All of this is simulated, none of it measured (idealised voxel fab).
Module name: voxel tone inversion (process module)
The cross-section shown here is cut; it is 270 nm wide and divided into square cells measuring 5 nm on a side.
When this document writes out a cross-section, it uses a grid of square cells and lists it as bands, beginning at the top and moving down, with a band standing for one or more rows of cells. Heads up on the band format: heights come first, top then bottom, in nm. After that it's the materials left to right, each with its width in nm. A single material flagged "all across" fills the whole band edge to edge, and "air" means there's empty space there. A quick word on heights: they are counted from 0, and under that level the wafer as it came to us is one material throughout. The lowest band is different from the rest in having no bottom; it simply continues downward, written as in "0 -> down". Per-row width for "30..40": begins at first number (top row of band), ends at second number (bottom row), increment between rows held constant. No cell of the cross-section changed in a step that is given as "no alterations made". Entry "Unvented cavities" = empty spaces >= 8 cells with no open way to the top; each as width x height at distance, distance from left edge, all nm. Read whatever lies past the settings on a step's line as the simulator's own remark about the step. overlay nm: where the mask lay relative to plan, measured to the right, on steps with a mask; negatives go left.
**This section lists the process steps that were planned**
step 1: RECEIVE (material Si)
step 2: CONFORMAL_DEP (material SiN; thk nm 10)
step 3: DIRECTIONAL_DEP (material polySi; thk nm 15)
step 4: PATTERN (tone cover; mask id POSTS; material resist; width nm 20; pitch nm 40; thk nm 25; overlay nm 0)
step 5: DIRECTIONAL_ETCH (etch materials polySi; depth nm 15)
step 6: STRIP (etch materials resist)
step 7: FILL_DEP (material lowk; thk nm 5)
step 8: CMP (height nm 25)
step 9: STRIP (etch materials polySi)
step 10: CONFORMAL_DEP (material TiN; thk nm 5)
step 11: FILL_DEP (material Ru; thk nm 10)
step 12: CMP (height nm 25)
step 13: CONFORMAL_DEP (material SiCN; thk nm 5)
**Run as planned: first of two wafers**
**Cross-sectional view of the wafer in its as-received condition, corresponding to the state after step 1**
0 -> down | Si all across
Unvented cavities: none
**Once step 2 is through, the wafer looks like this in cross-section**
10 -> 0 | SiN all across
All layers under 0 are left as they were.
**Once step 3 is through, the wafer looks like this in cross-section**
25 -> 10 | polySi all across
All layers under 10 are left as they were.
**Once step 4 is through, the wafer looks like this in cross-section**
50 -> 25 | 85 of air  20 of resist  20 of air  20 of resist  20 of air  20 of resist  85 of air
All layers under 25 are left as they were.
**Once step 5 is through, the wafer looks like this in cross-section**
50 -> 25 | 85 of air  20 of resist  20 of air  20 of resist  20 of air  20 of resist  85 of air
25 -> 10 | 85 of air  20 of polySi  20 of air  20 of polySi  20 of air  20 of polySi  85 of air
All layers under 10 are left as they were.
**Once step 6 is through, the wafer looks like this in cross-section**
25 -> 10 | 85 of air  20 of polySi  20 of air  20 of polySi  20 of air  20 of polySi  85 of air
All layers under 10 are left as they were.
**Once step 7 is through, the wafer looks like this in cross-section**
30 -> 25 | lowk all across
25 -> 10 | 85 of lowk  20 of polySi  20 of lowk  20 of polySi  20 of lowk  20 of polySi  85 of lowk
All layers under 10 are left as they were.
**Once step 8 is through, the wafer looks like this in cross-section**
25 -> 10 | 85 of lowk  20 of polySi  20 of lowk  20 of polySi  20 of lowk  20 of polySi  85 of lowk
All layers under 10 are left as they were.
**Once step 9 is through, the wafer looks like this in cross-section**
25 -> 10 | 85 of lowk  20 of air  20 of lowk  20 of air  20 of lowk  20 of air  85 of lowk
All layers under 10 are left as they were.
**Once step 10 is through, the wafer looks like this in cross-section**
30 -> 25 | 90 of TiN  10 of air  30 of TiN  10 of air  30 of TiN  10 of air  90 of TiN
25 -> 15 | 85 of lowk  5 of TiN  10 of air  5 of TiN  20 of lowk  5 of TiN  10 of air  5 of TiN  20 of lowk  5 of TiN  10 of air  5 of TiN  85 of lowk
15 -> 10 | 85 of lowk  20 of TiN  20 of lowk  20 of TiN  20 of lowk  20 of TiN  85 of lowk
All layers under 10 are left as they were.
**Once step 11 is through, the wafer looks like this in cross-section**
40 -> 30 | Ru all across
30 -> 25 | 90 of TiN  10 of Ru  30 of TiN  10 of Ru  30 of TiN  10 of Ru  90 of TiN
25 -> 15 | 85 of lowk  5 of TiN  10 of Ru  5 of TiN  20 of lowk  5 of TiN  10 of Ru  5 of TiN  20 of lowk  5 of TiN  10 of Ru  5 of TiN  85 of lowk
All layers under 15 are left as they were.
**Once step 12 is through, the wafer looks like this in cross-section**
25 -> 15 | 85 of lowk  5 of TiN  10 of Ru  5 of TiN  20 of lowk  5 of TiN  10 of Ru  5 of TiN  20 of lowk  5 of TiN  10 of Ru  5 of TiN  85 of lowk
All layers under 15 are left as they were.
**Once step 13 is through, the wafer looks like this in cross-section**
30 -> 25 | SiCN all across
All layers under 25 are left as they were.
**Here the second wafer is described. Its start and its plan were those of the first wafer. Its run contained one mistake. Up to and including step 11, it did exactly what the first wafer did**
**Second wafer, section view, time point: scheduled end of step 12**
15 -> 10 | 85 of lowk  20 of TiN  20 of lowk  20 of TiN  20 of lowk  20 of TiN  85 of lowk
All layers under 10 are left as they were.
**Second wafer, section view, time point: scheduled end of step 13**
20 -> 15 | SiCN all across
All layers under 15 are left as they were.
what went wrong: planned and actual differ for step 12; actual: CMP (height nm 15)
Counted in cells at the end, the second wafer holds more or fewer of these materials than the first: 12 fewer of Ru | 12 fewer of TiN | 84 fewer of lowk
